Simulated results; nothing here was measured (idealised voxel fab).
Process module name: voxel double patterning
The cross-section on display is named cut; it measures 285 nm wide, and its cells are 5 nm squares.
If you're reading a cross-section in this doc, picture square cells in a grid; it comes to you as bands, top ones listed first down to the bottom, and a band can be one or more rows of cells. It is stipulated that each band's entry specify, in nanometres, the height of the top of the band and then that of its bottom, followed by the materials of the band in left-to-right sequence, each together with its width in nanometres. A single material marked by the word "all across" is understood to fill the band from edge to edge; the word "air" is understood to denote empty space. All heights in this document are referenced to 0, defined as the level beneath which the wafer, as received, consists entirely of one material. The lowest band is not bounded below; it extends indefinitely downward and is written in the form "top 0, no bottom". Width spec "30->40" -> top row of cells at first value, bottom row at second value, equal per-row change in between. "no alterations made" (step): cross-section cells unchanged, all of them. Each empty space that has no open way to the top and spans at least 8 cells appears under "Sealed void inventory" as width x height at distance, the distance counted from the left edge, all in nm. It should be noted that, on the line of a given step, the content following the step's settings is a remark produced by the simulator itself with respect to that step. overlay nm, on a step with a mask: how far to the right of its planned place the mask lay; to the left if negative.
This section lists the process steps that were planned:
step 1: RECEIVE [material Si]
step 2: CONFORMAL_DEP [material SiO2] [thk nm 5]
step 3: DIRECTIONAL_DEP [material polySi] [thk nm 20]
step 4: DIRECTIONAL_DEP [material SiCN] [thk nm 5]
step 5: MASKED_ETCH [tone open] [mask id FIRST] [width nm 15] [pitch nm 50] [etch materials SiCN] [depth nm 5] [overlay nm 0]
step 6: MASKED_ETCH [tone open] [mask id SECOND] [width nm 15] [etch materials SiCN] [depth nm 5] [overlay nm 0]
step 7: DIRECTIONAL_ETCH [etch materials polySi] [depth nm 20]
step 8: STRIP [etch materials SiCN]
Delivered wafer in cross-section: state after step 1:
top 0, no bottom | Si all across
Sealed void inventory: none
Here's the cross-section of the first of our two wafers at the end of the module - it ran as planned:
top 25, bottom 5 | polySi: 110 | air: 15 | polySi: 10 | air: 15 | polySi: 10 | air: 15 | polySi: 110
top 5, bottom 0 | SiO2 all across
top 0, no bottom | Si all across
Sealed void inventory: none
Wafer two cross-section, module end. Start and plan unchanged from wafer one; one mistake made during the run:
top 25, bottom 5 | air: 110 | polySi: 15 | air: 35 | polySi: 15 | air: 110
top 5, bottom 0 | SiO2 all across
top 0, no bottom | Si all across
Sealed void inventory: none
Diagnosis: step 5 deviated from plan and actually ran as MASKED_ETCH [tone cover] [mask id FIRST] [width nm 15] [pitch nm 50] [etch materials SiCN] [depth nm 5] [overlay nm 0]
Wrapping up, a cell-based count of both wafers puts the second over or under the first for these materials: 168 fewer of polySi
